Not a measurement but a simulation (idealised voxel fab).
You're looking at the process module voxel quadruple lines.
FYI the section here is cut, 300 nm wide, cells are 5 nm squares.
Just so we're on the same page, the cross-sections are grids of square cells, and they're listed out in bands top to bottom, each band one or more rows deep. Basically the band line says how high the top is and how high the bottom is, in nm, and then what's in it from left to right, every material with its width in nm. Empty space shows up as "air", and if a single material carries "all across" it runs the full band edge to edge. Zero point of the height axis is 0; under it, received wafer = one material. Lowest band: continues down indefinitely, "0 down". The two numbers in a width such as "30 to 40" mark its ends across the band: the first belongs to the top row of cells, the second to the bottom row, and from each row to the next the width moves by the same amount. "no alterations made" -> step changed no cross-section cell. "Sealed void listing" contains a list of empty spaces, each no smaller than 8 cells and without an open way to the top, written in the form width x height at distance with the distance from the left edge and all three in nm. after a step's settings: what the simulator itself notes on the step. "overlay nm" answers the question of how far to the right of plan the mask lay on a step that has a mask, and when it is negative the answer is to the left.
[Here's what the planned process steps look like]
step 1: RECEIVE,material Si
step 2: CONFORMAL_DEP,material Al2O3,thk nm 5
step 3: DIRECTIONAL_DEP,material TiN,thk nm 10
step 4: DIRECTIONAL_DEP,material polySi,thk nm 15
step 5: DIRECTIONAL_DEP,material aC,thk nm 25
step 6: PATTERN,tone cover,mask id MANDREL,material resist,width nm 35,pitch nm 100,thk nm 30,overlay nm 0
step 7: DIRECTIONAL_ETCH,etch materials aC,depth nm 25
step 8: STRIP,etch materials resist
step 9: CONFORMAL_DEP,material SiO2,thk nm 15
step 10: DIRECTIONAL_ETCH,etch materials SiO2,depth nm 15
step 11: STRIP,etch materials aC
step 12: DIRECTIONAL_ETCH,etch materials polySi,depth nm 15
step 13: STRIP,etch materials SiO2
step 14: CONFORMAL_DEP,material SiCN,thk nm 10
step 15: DIRECTIONAL_ETCH,etch materials SiCN,depth nm 5
step 16: STRIP,etch materials polySi
step 17: DIRECTIONAL_ETCH,etch materials TiN,depth nm 10
step 18: STRIP,etch materials SiCN
Every wafer here starts from the same state; it is the step 15 depth nm that distinguishes them, and the value the plan gives belongs to the first wafer.
[Cut through the first of several wafers as received, post step 1]
* 0 down = Si all across
* Sealed void listing: none
[Wafer rows, end of module: cells per material gained (+) or lost (-) since receipt; closed voids last]
depth nm 5 | +60 Al2O3 | +120 TiN | +36 polySi | Sealed void listing: none
depth nm 10 | +60 Al2O3 | +32 TiN | Sealed void listing: none
depth nm 15 | +60 Al2O3 | +32 TiN | Sealed void listing: none
depth nm 20 | +60 Al2O3 | +32 TiN | Sealed void listing: none
depth nm 25 | +60 Al2O3 | Sealed void listing: none
